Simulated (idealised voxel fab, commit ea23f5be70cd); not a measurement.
Title: Process Module voxel transistor to metal
Each square cell in cross-section cut measures 5 nm, and the section as a whole is 185 nm wide.
Cross-section = grid of square cells, listed top down in bands; band = one or more rows. Per band: top height and bottom height in nm, followed by the left-to-right materials and their widths in nm; "full width" marks a single material spanning edge to edge, "air" marks empty space. Ref level 0: as-received wafer is one material below here. Bottom band extends down with no lower bound ("0 down"). Note: "30 to 40" means the width goes from the first number (top row of the band) to the second number (bottom row) in equal steps per row of cells. It should be understood that the words "changes: none", when stated for a given step, signify that the cross-section underwent no change in any of its cells during that step. Entry "Trapped voids". Content: empty spaces with no open connection to the top, size 8 cells or greater. Each: width x height at distance. Distance: from left edge. Unit: nm. Post-settings text on a step line: simulator's own remark regarding the step. The optional step-line setting "overlay nm" applies to steps with a mask and quantifies how far to the right of its planned location the mask lay, a negative value indicating leftward placement.
Intended process steps
1: RECEIVE: material Si
2: OXIDIZE: depth nm 5
3: CONFORMAL_DEP: material SiN, thk nm 10
4: DIRECTIONAL_DEP: material aC, thk nm 15
5: PATTERN: tone cover, mask id ACTIVE, material resist, width nm 110, thk nm 30, overlay nm 0
6: DIRECTIONAL_ETCH: etch materials aC, depth nm 15
7: STRIP: etch materials resist
8: DIRECTIONAL_ETCH: etch materials SiN, depth nm 10
9: DIRECTIONAL_ETCH: etch materials SiO2, depth nm 5
10: DIRECTIONAL_ETCH: etch materials Si, depth nm 30
11: STRIP: etch materials aC
12: FILL_DEP: material SiO2, thk nm 15
13: CMP: height nm 10
14: SELECTIVE_ETCH: etch materials SiO2, depth nm 10
15: STRIP: etch materials SiN
16: SELECTIVE_ETCH: etch materials SiO2, depth nm 5
17: OXIDIZE: depth nm 5
18: DIRECTIONAL_DEP: material polySi, thk nm 20
19: DIRECTIONAL_DEP: material SiCN, thk nm 10
20: MASKED_ETCH: tone cover, mask id GATE, width nm 20, etch materials SiCN, depth nm 20, overlay nm 0
21: MASKED_ETCH: tone cover, mask id GATE, width nm 30, etch materials polySi, depth nm 30, overlay nm 0
22: CONFORMAL_DEP: material SiO2, thk nm 5
23: DIRECTIONAL_ETCH: etch materials SiO2, depth nm 5
24: CONFORMAL_DEP: material SiN, thk nm 5
25: DIRECTIONAL_ETCH: etch materials SiN, depth nm 5
26: DIRECTIONAL_ETCH: etch materials SiO2, depth nm 5
27: DIRECTIONAL_ETCH: etch materials Si, depth nm 10
28: EPI: material nSi, thk nm 15
29: FILL_DEP: material SiO2, thk nm 5
30: CMP: height nm 15
31: STRIP: etch materials polySi
32: SELECTIVE_ETCH: etch materials SiO2, depth nm 5
33: CONFORMAL_DEP: material HfO2, thk nm 5
34: CONFORMAL_DEP: material TiN, thk nm 5
35: FILL_DEP: material W, thk nm 10
36: CMP: height nm 10
37: DIRECTIONAL_DEP: material SiO2, thk nm 10
38: DIRECTIONAL_DEP: material aC, thk nm 10
39: PATTERN: tone open, mask id CONTACT, material resist, width nm 15, pitch nm 75, thk nm 30, overlay nm 0
40: DIRECTIONAL_ETCH: etch materials aC, depth nm 10
41: STRIP: etch materials resist
42: DIRECTIONAL_ETCH: etch materials SiO2, depth nm 25
43: STRIP: etch materials aC
44: CONFORMAL_DEP: material TiN, thk nm 5
45: FILL_DEP: material Ru, thk nm 10
46: CMP: height nm 20
47: CONFORMAL_DEP: material SiN, thk nm 5
48: DIRECTIONAL_DEP: material lowk, thk nm 25
49: MASKED_ETCH: tone open, mask id METAL_1, width nm 15, pitch nm 75, etch materials lowk, depth nm 25, overlay nm 0
50: MASKED_ETCH: tone open, mask id METAL_1, width nm 15, pitch nm 75, etch materials SiN, depth nm 5, overlay nm 0
51: CONFORMAL_DEP: material TiN, thk nm 5
52: FILL_DEP: material Ru, thk nm 10
53: CMP: height nm 50
54: EPI: material Ru, thk nm 5
55: FILL_DEP: material SiCN, thk nm 5
56: DIRECTIONAL_DEP: material lowk, thk nm 30
57: PATTERN: tone open, mask id METAL_2, material resist, width nm 15, pitch nm 75, thk nm 15, overlay nm 0
58: DIRECTIONAL_ETCH: etch materials lowk, depth nm 20
59: STRIP: etch materials resist
60: MASKED_ETCH: tone open, mask id METAL_2_HOLES, width nm 15, pitch nm 75, etch materials lowk, depth nm 10, overlay nm 0
61: MASKED_ETCH: tone open, mask id METAL_2_HOLES, width nm 15, pitch nm 75, etch materials SiCN, depth nm 5, overlay nm 0
62: CONFORMAL_DEP: material TiN, thk nm 5
63: FILL_DEP: material Cu, thk nm 10
64: CMP: height nm 90
65: CONFORMAL_DEP: material SiN, thk nm 5
The wafers are alike at the start. At step 20, their width nm differs. The plan lists the first wafer's value.
Cross-section of the first incoming wafer of several, state after step 1
0 down: Si full width
Trapped voids: none
The following table contains a row per wafer, in which are reported, at the conclusion of the module, the cells of each material gained (+) or lost (-) since the wafer's receipt, with its closed voids given thereafter
width nm 20 | +12 Cu | +14 HfO2 | +24 Ru | -173 Si | +58 SiCN | +74 SiN | +211 SiO2 | +84 TiN | +8 W | +341 lowk | +50 nSi | Trapped voids: none
width nm 25 | +12 Cu | +14 HfO2 | +24 Ru | -173 Si | +58 SiCN | +74 SiN | +211 SiO2 | +84 TiN | +8 W | +341 lowk | +50 nSi | Trapped voids: none
width nm 30 | +12 Cu | +14 HfO2 | +24 Ru | -173 Si | +58 SiCN | +74 SiN | +211 SiO2 | +84 TiN | +8 W | +341 lowk | +50 nSi | Trapped voids: none
width nm 35 | +12 Cu | +15 HfO2 | +24 Ru | -171 Si | +58 SiCN | +74 SiN | +210 SiO2 | +83 TiN | +10 W | +341 lowk | +47 nSi | Trapped voids: none
width nm 40 | +12 Cu | +16 HfO2 | +24 Ru | -169 Si | +58 SiCN | +74 SiN | +209 SiO2 | +82 TiN | +12 W | +341 lowk | +44 nSi | Trapped voids: none
width nm 45 | +12 Cu | +17 HfO2 | +23 Ru | -167 Si | +58 SiCN | +74 SiN | +207 SiO2 | +83 TiN | +14 W | +341 lowk | +41 nSi | Trapped voids: none
